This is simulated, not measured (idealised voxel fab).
A process module follows: voxel double patterning.
Cross-sectional view cut (width: 235 nm; square cell size: 5 nm).
Notation: cross-section as square-cell grid; stated in bands, top first, going down; one or more cell rows per band. Band: top and bottom heights (nm) first, top before bottom; then materials from left to right, widths in nm. "everywhere" marks a sole material filling the band edge to edge. "blank" denotes empty space. A quick word on heights: they are counted from 0, and under that level the wafer as it came to us is one material throughout. The lowest band is different from the rest in having no bottom; it simply continues downward, written as in "from 0 down". A two-number width, for instance "30->40", indicates that the width is equal to the first number in the top row of the band and to the second number in the bottom row, and that it changes by a constant amount per row of cells. "no alteration" -> step changed no cross-section cell. Any empty space of 8 cells or more lacking an open way to the top shows up in "Sealed void inventory" as width x height at distance, distance from the left edge, in nm. Note: text after step settings on the step line = simulator remark on that step. overlay nm: on a step with a mask, how far right of its planned place the mask lay; negative means left.

## Here's what the planned process steps look like
step 1: RECEIVE: material Si
step 2: CONFORMAL_DEP: material SiO2, thk nm 10
step 3: DIRECTIONAL_DEP: material W, thk nm 15
step 4: DIRECTIONAL_DEP: material SiN, thk nm 10
step 5: MASKED_ETCH: tone open, mask id FIRST, width nm 15, pitch nm 50, etch materials SiN, depth nm 10, overlay nm 0
step 6: DIRECTIONAL_DEP: material aC, thk nm 15
step 7: PATTERN: tone open, mask id SECOND, material resist, width nm 15, pitch nm 50, thk nm 35, overlay nm 0
step 8: DIRECTIONAL_ETCH: etch materials aC, depth nm 15
step 9: STRIP: etch materials resist
step 10: DIRECTIONAL_ETCH: etch materials SiN, depth nm 10
step 11: STRIP: etch materials aC
step 12: DIRECTIONAL_ETCH: etch materials W, depth nm 15
step 13: STRIP: etch materials SiN

## Wafer as received: cross-section following step 1
* from 0 down: Si everywhere
* Sealed void inventory: none

## One mistake in running the module, otherwise start and plan as above: cross-section at the end
* from 40 to 25: 60 of W  15 of blank  10 of W  15 of blank  10 of W  15 of blank  10 of W  15 of blank  10 of W  15 of blank  60 of W
* from 25 to 10: W everywhere
* from 10 to 0: SiO2 everywhere
* from 0 down: Si everywhere
* Sealed void inventory: none
What was the processing mistake? in the plan, step 3 was performed twice
